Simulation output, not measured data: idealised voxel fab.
You're looking at the process module voxel capacitor over wiring.
Displayed cross-section: cut, width of 145 nm, square cells sized 5 nm.
Think of the cross-section as a grid of square cells. We describe it in bands, top to bottom, and each band covers one or more rows of those cells. Quick guide to a band line: top height, bottom height (nm) up front; then every material left to right with its width in nm. Only one material and it's marked "all across"? Then it fills the band edge to edge. And "air" just means empty space. For the purposes of this specification, 0 denotes the height below which the wafer in its as-received condition is composed wholly of one material, and the lowermost band, lacking a lower limit, extends downward without end, as expressed in "z 0 and below". The expression "30 to 40" gives the width at the extremes of the band, the first number at its top row of cells and the second at its bottom row, with the width changing by equal amounts from each row to the next in between. Given "nothing altered" for a step, no cell of the cross-section differs between before and after that step. Empty spaces counting at least 8 cells and having no open way to the top are listed in "Enclosed void list". The notation width x height at distance is used for each, the distance being from the left edge and all three values in nm. Read whatever lies past the settings on a step's line as the simulator's own remark about the step. overlay nm: for a step with a mask, the amount by which the mask lay right of where it was planned; a negative amount means left of it.

Set out below are the planned steps of the process:
- 1: RECEIVE, material Si
- 2: CONFORMAL_DEP, material SiO2, thk nm 15
- 3: CONFORMAL_DEP, material SiN, thk nm 5
- 4: DIRECTIONAL_DEP, material SiO2, thk nm 20
- 5: DIRECTIONAL_DEP, material aC, thk nm 10
- 6: PATTERN, tone open, mask id METAL_1, material resist, width nm 20, pitch nm 90, thk nm 30, overlay nm 0
- 7: DIRECTIONAL_ETCH, etch materials aC, depth nm 10
- 8: STRIP, etch materials resist
- 9: DIRECTIONAL_ETCH, etch materials SiO2, depth nm 20
- 10: DIRECTIONAL_ETCH, etch materials SiN, depth nm 5
- 11: STRIP, etch materials aC
- 12: CONFORMAL_DEP, material TiN, thk nm 5
- 13: FILL_DEP, material Cu, thk nm 10
- 14: CMP, height nm 40
- 15: CONFORMAL_DEP, material SiCN, thk nm 5
- 16: DIRECTIONAL_DEP, material lowk, thk nm 15
- 17: DIRECTIONAL_DEP, material aC, thk nm 15
- 18: PATTERN, tone open, mask id PLUG_1, material resist, width nm 15, thk nm 35, overlay nm 0
- 19: DIRECTIONAL_ETCH, etch materials aC, depth nm 15
- 20: STRIP, etch materials resist
- 21: DIRECTIONAL_ETCH, etch materials lowk, depth nm 15
- 22: DIRECTIONAL_ETCH, etch materials SiCN, depth nm 5
- 23: STRIP, etch materials aC
- 24: CONFORMAL_DEP, material TiN, thk nm 5
- 25: FILL_DEP, material Cu, thk nm 5
- 26: CMP, height nm 60
- 27: DIRECTIONAL_DEP, material TiN, thk nm 5
- 28: DIRECTIONAL_DEP, material SiN, thk nm 5
- 29: DIRECTIONAL_DEP, material TiN, thk nm 5
- 30: DIRECTIONAL_DEP, material aC, thk nm 10
- 31: PATTERN, tone cover, mask id UPPER_PLATE, material resist, width nm 75, thk nm 30, overlay nm 0
- 32: DIRECTIONAL_ETCH, etch materials aC, depth nm 10
- 33: STRIP, etch materials resist
- 34: DIRECTIONAL_ETCH, etch materials TiN, depth nm 5
- 35: DIRECTIONAL_ETCH, etch materials SiN, depth nm 5
- 36: STRIP, etch materials aC
- 37: PATTERN, tone cover, mask id LOWER_PLATE, material resist, width nm 85, thk nm 15, overlay nm 0
- 38: DIRECTIONAL_ETCH, etch materials TiN, depth nm 5
- 39: STRIP, etch materials resist
- 40: FILL_DEP, material SiO2, thk nm 20
- 41: CMP, height nm 90
- 42: PATTERN, tone open, mask id PLUG_2, material resist, width nm 15, thk nm 15, overlay nm 0
- 43: DIRECTIONAL_ETCH, etch materials SiO2, depth nm 15
- 44: STRIP, etch materials resist
- 45: CONFORMAL_DEP, material TiN, thk nm 5
- 46: FILL_DEP, material Ru, thk nm 10
- 47: CMP, height nm 90
- 48: CONFORMAL_DEP, material SiN, thk nm 5

The cross-section here shows the wafer as received, i.e. in its state after step 1:
z 0 and below: Si all across
Enclosed void list: none

Look at the cross-section after the module: the wafer started out the way shown above and the plan was the one shown above, yet one mistake was made along the way:
z 95 to 90: SiN all across
z 90 to 80: SiO2=30 | TiN=5 | Ru=5 | TiN=5 | SiO2=100
z 80 to 75: SiO2=30 | TiN=15 | SiO2=100
z 75 to 70: SiO2 all across
z 70 to 65: SiO2=20 | SiN=75 | SiO2=50
z 65 to 60: SiO2=15 | TiN=85 | SiO2=45
z 60 to 45: lowk=20 | TiN=5 | Cu=5 | TiN=5 | lowk=110
z 45 to 40: SiCN=20 | TiN=15 | SiCN=110
z 40 to 20: SiO2=15 | TiN=5 | Cu=10 | TiN=5 | SiO2=70 | TiN=5 | Cu=10 | TiN=5 | SiO2=20
z 20 to 15: SiN=15 | TiN=20 | SiN=70 | TiN=20 | SiN=20
z 15 to 0: SiO2 all across
z 0 and below: Si all across
Enclosed void list: none
In executing the process, a mistake was made relative to the plan: the plan's step 29 went unexecuted, having been skipped
